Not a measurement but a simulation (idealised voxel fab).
Process module, titled voxel transistor to metal
The cross-section shown here is cut; it is 215 nm wide and divided into square cells measuring 5 nm on a side.
Format of a cross-section: grid, square cells. Given as bands. Order: top down. Band: one or more rows of cells.
Band: top and bottom heights (nm) first, top before bottom; then materials from left to right, widths in nm. "edge to edge" marks a sole material filling the band edge to edge. "empty" denotes empty space.
Basically, 0 is our baseline, since under it the wafer straight out of the box is all one material. The bottom band has no lower end and keeps on going down, so it looks like "0 down".
The expression "30..40" gives the width at the extremes of the band, the first number at its top row of cells and the second at its bottom row, with the width changing by equal amounts from each row to the next in between.
"remained the same" -> step changed no cross-section cell.
The entry titled "Sealed void listing" provides the empty spaces that have no open way to the top, restricted to those of 8 cells or more. Each is presented as width x height at distance, the distance being measured from the left edge, with all three in nm.
Post-settings text on a step line: simulator's own remark regarding the step.
A step line may carry the setting "overlay nm", which, for steps involving a mask, states the distance by which the mask lay to the right of its intended position; negative values denote displacement to the left.

Here's what the planned process steps look like
1 op RECEIVE | material Si
2 op CONFORMAL_DEP | material SiO2 | thk nm 5
3 op CONFORMAL_DEP | material SiN | thk nm 10
4 op MASKED_ETCH | tone cover | mask id ACTIVE | width nm 105 | etch materials SiN | depth nm 10 | overlay nm 0
5 op MASKED_ETCH | tone cover | mask id ACTIVE | width nm 105 | etch materials SiO2 | depth nm 5 | overlay nm 0
6 op MASKED_ETCH | tone cover | mask id ACTIVE | width nm 105 | etch materials Si | depth nm 20 | overlay nm 0
7 op FILL_DEP | material SiO2 | thk nm 10
8 op CMP | height nm 5
9 op SELECTIVE_ETCH | etch materials SiO2 | depth nm 10
10 op STRIP | etch materials SiN
11 op SELECTIVE_ETCH | etch materials SiO2 | depth nm 5
12 op OXIDIZE | depth nm 5
13 op DIRECTIONAL_DEP | material polySi | thk nm 30
14 op DIRECTIONAL_DEP | material SiCN | thk nm 10
15 op PATTERN | tone cover | mask id GATE | material resist | width nm 25 | thk nm 20 | overlay nm 0
16 op DIRECTIONAL_ETCH | etch materials SiCN | depth nm 20
17 op DIRECTIONAL_ETCH | etch materials polySi | depth nm 40
18 op STRIP | etch materials resist
19 op CONFORMAL_DEP | material SiN | thk nm 5
20 op DIRECTIONAL_ETCH | etch materials SiN | depth nm 5
21 op DIRECTIONAL_ETCH | etch materials SiO2 | depth nm 5
22 op EPI | material pSi | thk nm 5
23 op FILL_DEP | material SiO2 | thk nm 10
24 op CMP | height nm 30
25 op STRIP | etch materials polySi
26 op SELECTIVE_ETCH | etch materials SiO2 | depth nm 5
27 op CONFORMAL_DEP | material HfO2 | thk nm 5
28 op CONFORMAL_DEP | material TiN | thk nm 5
29 op FILL_DEP | material W | thk nm 5
30 op CMP | height nm 25
31 op DIRECTIONAL_DEP | material SiO2 | thk nm 15
32 op PATTERN | tone open | mask id CONTACT | material resist | width nm 15 | pitch nm 70 | thk nm 15 | overlay nm 0
33 op DIRECTIONAL_ETCH | etch materials SiO2 | depth nm 40
34 op STRIP | etch materials resist
35 op CONFORMAL_DEP | material TiN | thk nm 5
36 op FILL_DEP | material Ru | thk nm 5
37 op CMP | height nm 40
38 op DIRECTIONAL_DEP | material TiN | thk nm 5
39 op DIRECTIONAL_DEP | material W | thk nm 15
40 op DIRECTIONAL_DEP | material aC | thk nm 15
41 op PATTERN | tone cover | mask id METAL_1 | material resist | width nm 15 | pitch nm 70 | thk nm 35 | overlay nm 0
42 op DIRECTIONAL_ETCH | etch materials aC | depth nm 15
43 op STRIP | etch materials resist
44 op DIRECTIONAL_ETCH | etch materials W | depth nm 15
45 op DIRECTIONAL_ETCH | etch materials TiN | depth nm 5
46 op STRIP | etch materials aC
47 op CONFORMAL_DEP | material SiCN | thk nm 5
48 op FILL_DEP | material lowk | thk nm 5
49 op CMP | height nm 60
50 op CONFORMAL_DEP | material SiN | thk nm 5
The wafers in this document start out alike and differ in the height nm applied at step 8; the plan shows the value used for the first wafer.

Cut through the first of several wafers as received, post step 1
	0 down | Si edge to edge
	Sealed void listing: none

Every row in this table is a wafer at the end of the module, and it gives, for each of the materials, the cells that wafer has gained (+) or lost (-) since it was received, then its closed voids
height nm 5 | +17 HfO2 | +14 Ru | -113 Si | +49 SiCN | +57 SiN | +349 SiO2 | +51 TiN | +22 W | +99 lowk | +14 pSi | Sealed void listing: none
height nm 10 | +17 HfO2 | +14 Ru | -111 Si | +49 SiCN | +55 SiN | +349 SiO2 | +51 TiN | +22 W | +99 lowk | +14 pSi | Sealed void listing: none
height nm 15 | +17 HfO2 | +14 Ru | -109 Si | +49 SiCN | +53 SiN | +347 SiO2 | +51 TiN | +22 W | +99 lowk | +16 pSi | Sealed void listing: none
height nm 20 | +17 HfO2 | +14 Ru | -109 Si | +49 SiCN | +55 SiN | +347 SiO2 | +51 TiN | +22 W | +99 lowk | +14 pSi | Sealed void listing: none
height nm 25 | +17 HfO2 | +14 Ru | -109 Si | +49 SiCN | +57 SiN | +345 SiO2 | +51 TiN | +22 W | +99 lowk | +14 pSi | Sealed void listing: none
